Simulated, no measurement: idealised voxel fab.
Process module under the name voxel gate over fins
Shown is cross-section cut, with a width of 235 nm and square cells of size 5 nm.
Just so we're on the same page, the cross-sections are grids of square cells, and they're listed out in bands top to bottom, each band one or more rows deep.
For a band, the entry starts with two heights in nm, that of the top and then that of the bottom, and carries on with the band's materials in order from left to right, each alongside its width in nm; the word "full width" beside a single material means it fills the band edge to edge, and "empty" means empty space.
Height reference: 0 = level under which incoming wafer is all one material. Lowest band: no bottom, runs on downward, e.g. "0..down".
Width: "30->40" (first number = top row, second number = bottom row, same change from row to row of cells).
"no alterations made" (step): cross-section cells unchanged, all of them.
The label "Enclosed internal voids" introduces a list of the empty spaces, 8 cells or larger, that have no open way up to the top; each entry in it reads width x height at distance, where the distance is taken from the left edge and all three are stated in nm.
Whatever follows a step's settings on its line is a remark the simulator itself makes about that step.
The setting "overlay nm" may be written on the line of a step. When the step uses a mask, the value reports how far to the right of the planned place the mask lay, and a negative value reports that it lay to the left.
### The planned process steps are enumerated hereunder
1: RECEIVE (material Si)
2: CONFORMAL_DEP (material SiN; thk nm 5)
3: MASKED_ETCH (tone cover; mask id FINS; width nm 15; pitch nm 55; etch materials SiN; depth nm 5; overlay nm 0)
4: MASKED_ETCH (tone cover; mask id FINS; width nm 15; pitch nm 55; etch materials Si; depth nm 40; overlay nm 0)
5: OXIDIZE (depth nm 5)
6: FILL_DEP (material SiO2; thk nm 5)
7: CMP (height nm 5)
8: MASKED_ETCH (tone open; mask id RAIL; width nm 15; etch materials SiO2; depth nm 40; overlay nm 0)
9: CONFORMAL_DEP (material TiN; thk nm 5)
10: FILL_DEP (material W; thk nm 5)
11: CMP (height nm 5)
12: SELECTIVE_ETCH (etch materials W Ru TiN; depth nm 25)
13: FILL_DEP (material SiO2; thk nm 5)
14: CMP (height nm 5)
15: SELECTIVE_ETCH (etch materials SiO2; depth nm 15)
16: STRIP (etch materials SiN)
17: CONFORMAL_DEP (material HfO2; thk nm 5)
18: CONFORMAL_DEP (material TiN; thk nm 5)
19: CONFORMAL_DEP (material TiAl; thk nm 5)
20: CONFORMAL_DEP (material TiN; thk nm 5)
21: FILL_DEP (material W; thk nm 10)
22: CMP (height nm 25)
23: CONFORMAL_DEP (material SiN; thk nm 10)
### Step 1 complete: cross-section of the wafer as received
> 0..down | Si full width
> Enclosed internal voids: none
### Wafer at module end, in section. Began as above, planned as above, run with one mistake
> 35..25 | SiN full width
> 25..15 | W full width
> 15..10 | 45 W | 35 TiN | 20 W | 35 TiN | 20 W | 35 TiN | 45 W
> 10..5 | 45 W | 5 TiN | 25 TiAl | 5 TiN | 20 W | 5 TiN | 25 TiAl | 5 TiN | 20 W | 5 TiN | 25 TiAl | 5 TiN | 45 W
> 5..0 | 50 TiN | 5 TiAl | 15 TiN | 5 TiAl | 30 TiN | 5 TiAl | 15 TiN | 5 TiAl | 30 TiN | 5 TiAl | 15 TiN | 5 TiAl | 50 TiN
> 0..-5 | 55 TiAl | 5 TiN | 5 Si | 5 TiN | 40 TiAl | 5 TiN | 5 Si | 5 TiN | 40 TiAl | 5 TiN | 5 Si | 5 TiN | 55 TiAl
> -5..-10 | 60 TiN | 5 Si | 50 TiN | 5 Si | 50 TiN | 5 Si | 60 TiN
> -10..-20 | 60 SiO2 | 5 Si | 50 SiO2 | 5 Si | 50 SiO2 | 5 Si | 60 SiO2
> -20..-30 | 60 SiO2 | 5 Si | 15 SiO2 | 5 TiN | 5 W | 5 TiN | 20 SiO2 | 5 Si | 50 SiO2 | 5 Si | 60 SiO2
> -30..-35 | 60 SiO2 | 5 Si | 15 SiO2 | 15 TiN | 20 SiO2 | 5 Si | 50 SiO2 | 5 Si | 60 SiO2
> -35..-45 | 60 SiO2 | 5 Si | 50 SiO2 | 5 Si | 50 SiO2 | 5 Si | 60 SiO2
> -45..down | Si full width
> Enclosed internal voids: none
What broke from the plan during processing? step 17 from the plan never happened, it was just skipped
